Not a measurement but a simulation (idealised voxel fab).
Proc. module: voxel gate over fins
Section cut is 290 nm wide and gridded with 5 nm square cells.
Cross-section spec: square-cell grid; bands listed top down; each band is one or more rows.
A band entry consists of two parts. The first gives the height of the band's top and the height of its bottom, in nm. The rest lists the band's materials from left to right, each with its width in nm. A single material labelled with the word "edge to edge" fills the band from edge to edge, and the word "empty" marks empty space.
All heights in this document are referenced to 0, defined as the level beneath which the wafer, as received, consists entirely of one material. The lowest band is not bounded below; it extends indefinitely downward and is written in the form "0 nm and below".
Width spec "30 to 40" -> top row of cells at first value, bottom row at second value, equal per-row change in between.
"same as before" -> step changed no cross-section cell.
"Enclosed void listing" means: voids of 8 cells or more that are shut off from the top with no open way through. Written width x height at distance, distance from the left edge, in nm.
Read whatever lies past the settings on a step's line as the simulator's own remark about the step.
On any step carrying a mask, the "overlay nm" setting, if present on the step's line, tells how far right of its planned place the mask lay; negative values point to the left.
[The planned process steps are enumerated hereunder]
1. RECEIVE | material Si
2. CONFORMAL_DEP | material SiN | thk nm 10
3. PATTERN | tone cover | mask id FINS | material resist | width nm 15 | pitch nm 35 | thk nm 20 | overlay nm 0
4. DIRECTIONAL_ETCH | etch materials SiN | depth nm 10
5. DIRECTIONAL_ETCH | etch materials Si | depth nm 35
6. STRIP | etch materials resist
7. OXIDIZE | depth nm 5
8. FILL_DEP | material SiO2 | thk nm 10
9. CMP | height nm 10
10. SELECTIVE_ETCH | etch materials SiO2 | depth nm 25
11. STRIP | etch materials SiN
12. CONFORMAL_DEP | material HfO2 | thk nm 5
13. CONFORMAL_DEP | material TiN | thk nm 5
14. FILL_DEP | material W | thk nm 10
15. CMP | height nm 15
16. CONFORMAL_DEP | material SiCN | thk nm 10
[Below: the first of two wafers, run as planned]
[Cross-section of the wafer upon arrival, representing the state reached after step 1]
    0 nm and below: Si edge to edge
    Enclosed void listing: none
[Take a look at the wafer's cross-section after step 2]
    10 nm to 0 nm: SiN edge to edge
    Under the height 0 nothing was changed.
[Take a look at the wafer's cross-section after step 3]
    30 nm to 10 nm: 120 of empty  15 of resist  20 of empty  15 of resist  120 of empty
    Under the height 10 nothing was changed.
[Take a look at the wafer's cross-section after step 4]
    30 nm to 10 nm: 120 of empty  15 of resist  20 of empty  15 of resist  120 of empty
    10 nm to 0 nm: 120 of empty  15 of SiN  20 of empty  15 of SiN  120 of empty
    Under the height 0 nothing was changed.
[Take a look at the wafer's cross-section after step 5]
    30 nm to 10 nm: 120 of empty  15 of resist  20 of empty  15 of resist  120 of empty
    10 nm to 0 nm: 120 of empty  15 of SiN  20 of empty  15 of SiN  120 of empty
    0 nm to -35 nm: 120 of empty  15 of Si  20 of empty  15 of Si  120 of empty
    Under the height -35 nothing was changed.
[Take a look at the wafer's cross-section after step 6]
    10 nm to 0 nm: 120 of empty  15 of SiN  20 of empty  15 of SiN  120 of empty
    Under the height 0 nothing was changed.
[Take a look at the wafer's cross-section after step 7]
    10 nm to 0 nm: 120 of empty  15 of SiN  20 of empty  15 of SiN  120 of empty
    0 nm to -35 nm: 120 of empty  5 of SiO2  5 of Si  5 of SiO2  20 of empty  5 of SiO2  5 of Si  5 of SiO2  120 of empty
    -35 nm to -40 nm: 125 of SiO2  5 of Si  30 of SiO2  5 of Si  125 of SiO2
    Under the height -40 nothing was changed.
[Take a look at the wafer's cross-section after step 8]
    20 nm to 10 nm: SiO2 edge to edge
    10 nm to 0 nm: 120 of SiO2  15 of SiN  20 of SiO2  15 of SiN  120 of SiO2
    0 nm to -40 nm: 125 of SiO2  5 of Si  30 of SiO2  5 of Si  125 of SiO2
    Under the height -40 nothing was changed.
[Take a look at the wafer's cross-section after step 9]
    10 nm to 0 nm: 120 of SiO2  15 of SiN  20 of SiO2  15 of SiN  120 of SiO2
    Under the height 0 nothing was changed.
[Take a look at the wafer's cross-section after step 10]
    10 nm to 0 nm: 120 of empty  15 of SiN  20 of empty  15 of SiN  120 of empty
    0 nm to -15 nm: 125 of empty  5 of Si  30 of empty  5 of Si  125 of empty
    Under the height -15 nothing was changed.
[Take a look at the wafer's cross-section after step 11]
    0 nm to -15 nm: 125 of empty  5 of Si  30 of empty  5 of Si  125 of empty
    Under the height -15 nothing was changed.
[Take a look at the wafer's cross-section after step 12]
    5 nm to 0 nm: 120 of empty  15 of HfO2  20 of empty  15 of HfO2  120 of empty
    0 nm to -10 nm: 120 of empty  5 of HfO2  5 of Si  5 of HfO2  20 of empty  5 of HfO2  5 of Si  5 of HfO2  120 of empty
    -10 nm to -15 nm: 125 of HfO2  5 of Si  30 of HfO2  5 of Si  125 of HfO2
    Under the height -15 nothing was changed.
[Take a look at the wafer's cross-section after step 13]
    10 nm to 5 nm: 115 of empty  25 of TiN  10 of empty  25 of TiN  115 of empty
    5 nm to 0 nm: 115 of empty  5 of TiN  15 of HfO2  5 of TiN  10 of empty  5 of TiN  15 of HfO2  5 of TiN  115 of empty
    0 nm to -5 nm: 115 of empty  5 of TiN  5 of HfO2  5 of Si  5 of HfO2  5 of TiN  10 of empty  5 of TiN  5 of HfO2  5 of Si  5 of HfO2  5 of TiN  115 of empty
    -5 nm to -10 nm: 120 of TiN  5 of HfO2  5 of Si  5 of HfO2  20 of TiN  5 of HfO2  5 of Si  5 of HfO2  120 of TiN
    Under the height -10 nothing was changed.
[Take a look at the wafer's cross-section after step 14]
    20 nm to 10 nm: W edge to edge
    10 nm to 5 nm: 115 of W  25 of TiN  10 of W  25 of TiN  115 of W
    5 nm to 0 nm: 115 of W  5 of TiN  15 of HfO2  5 of TiN  10 of W  5 of TiN  15 of HfO2  5 of TiN  115 of W
    0 nm to -5 nm: 115 of W  5 of TiN  5 of HfO2  5 of Si  5 of HfO2  5 of TiN  10 of W  5 of TiN  5 of HfO2  5 of Si  5 of HfO2  5 of TiN  115 of W
    Under the height -5 nothing was changed.
[Take a look at the wafer's cross-section after step 15]
    15 nm to 10 nm: W edge to edge
    Under the height 10 nothing was changed.
[Take a look at the wafer's cross-section after step 16]
    25 nm to 15 nm: SiCN edge to edge
    Under the height 15 nothing was changed.
[For the second wafer, take the first wafer's start and plan, then add one mistake made in running it; everything through step 2, that step included, is shared with the first]
[Second wafer, cut view, end of step 3 per plan]
    30 nm to 10 nm: 120 of empty  20 of resist  15 of empty  20 of resist  115 of empty
    Under the height 10 nothing was changed.
[Second wafer, cut view, end of step 4 per plan]
    30 nm to 10 nm: 120 of empty  20 of resist  15 of empty  20 of resist  115 of empty
    10 nm to 0 nm: 120 of empty  20 of SiN  15 of empty  20 of SiN  115 of empty
    Under the height 0 nothing was changed.
[Second wafer, cut view, end of step 5 per plan]
    30 nm to 10 nm: 120 of empty  20 of resist  15 of empty  20 of resist  115 of empty
    10 nm to 0 nm: 120 of empty  20 of SiN  15 of empty  20 of SiN  115 of empty
    0 nm to -35 nm: 120 of empty  20 of Si  15 of empty  20 of Si  115 of empty
    Under the height -35 nothing was changed.
[Second wafer, cut view, end of step 6 per plan]
    10 nm to 0 nm: 120 of empty  20 of SiN  15 of empty  20 of SiN  115 of empty
    Under the height 0 nothing was changed.
[Second wafer, cut view, end of step 7 per plan]
    10 nm to 0 nm: 120 of empty  20 of SiN  15 of empty  20 of SiN  115 of empty
    0 nm to -35 nm: 120 of empty  5 of SiO2  10 of Si  5 of SiO2  15 of empty  5 of SiO2  10 of Si  5 of SiO2  115 of empty
    -35 nm to -40 nm: 125 of SiO2  10 of Si  25 of SiO2  10 of Si  120 of SiO2
    Under the height -40 nothing was changed.
[Second wafer, cut view, end of step 8 per plan]
    20 nm to 10 nm: SiO2 edge to edge
    10 nm to 0 nm: 120 of SiO2  20 of SiN  15 of SiO2  20 of SiN  115 of SiO2
    0 nm to -40 nm: 125 of SiO2  10 of Si  25 of SiO2  10 of Si  120 of SiO2
    Under the height -40 nothing was changed.
[Second wafer, cut view, end of step 9 per plan]
    10 nm to 0 nm: 120 of SiO2  20 of SiN  15 of SiO2  20 of SiN  115 of SiO2
    Under the height 0 nothing was changed.
[Second wafer, cut view, end of step 10 per plan]
    10 nm to 0 nm: 120 of empty  20 of SiN  15 of empty  20 of SiN  115 of empty
    0 nm to -15 nm: 125 of empty  10 of Si  25 of empty  10 of Si  120 of empty
    Under the height -15 nothing was changed.
[Second wafer, cut view, end of step 11 per plan]
    0 nm to -15 nm: 125 of empty  10 of Si  25 of empty  10 of Si  120 of empty
    Under the height -15 nothing was changed.
[Second wafer, cut view, end of step 12 per plan]
    5 nm to 0 nm: 120 of empty  20 of HfO2  15 of empty  20 of HfO2  115 of empty
    0 nm to -10 nm: 120 of empty  5 of HfO2  10 of Si  5 of HfO2  15 of empty  5 of HfO2  10 of Si  5 of HfO2  115 of empty
    -10 nm to -15 nm: 125 of HfO2  10 of Si  25 of HfO2  10 of Si  120 of HfO2
    Under the height -15 nothing was changed.
[Second wafer, cut view, end of step 13 per plan]
    10 nm to 5 nm: 115 of empty  30 of TiN  5 of empty  30 of TiN  110 of empty
    5 nm to 0 nm: 115 of empty  5 of TiN  20 of HfO2  5 of TiN  5 of empty  5 of TiN  20 of HfO2  5 of TiN  110 of empty
    0 nm to -5 nm: 115 of empty  5 of TiN  5 of HfO2  10 of Si  5 of HfO2  5 of TiN  5 of empty  5 of TiN  5 of HfO2  10 of Si  5 of HfO2  5 of TiN  110 of empty
    -5 nm to -10 nm: 120 of TiN  5 of HfO2  10 of Si  5 of HfO2  15 of TiN  5 of HfO2  10 of Si  5 of HfO2  115 of TiN
    Under the height -10 nothing was changed.
[Second wafer, cut view, end of step 14 per plan]
    20 nm to 10 nm: W edge to edge
    10 nm to 5 nm: 115 of W  30 of TiN  5 of W  30 of TiN  110 of W
    5 nm to 0 nm: 115 of W  5 of TiN  20 of HfO2  5 of TiN  5 of W  5 of TiN  20 of HfO2  5 of TiN  110 of W
    0 nm to -5 nm: 115 of W  5 of TiN  5 of HfO2  10 of Si  5 of HfO2  5 of TiN  5 of W  5 of TiN  5 of HfO2  10 of Si  5 of HfO2  5 of TiN  110 of W
    Under the height -5 nothing was changed.
[Second wafer, cut view, end of step 15 per plan]
    15 nm to 10 nm: W edge to edge
    Under the height 10 nothing was changed.
[Second wafer, cut view, end of step 16 per plan]
    25 nm to 15 nm: SiCN edge to edge
    Under the height 15 nothing was changed.
Want to know what went wrong? step 3 deviated from plan and actually ran as PATTERN | tone cover | mask id FINS | material resist | width nm 20 | pitch nm 35 | thk nm 20 | overlay nm 0
Materials where the second wafer ends with more or fewer cells than the first: Si: 16 more; SiO2: 10 fewer; W: 6 fewer
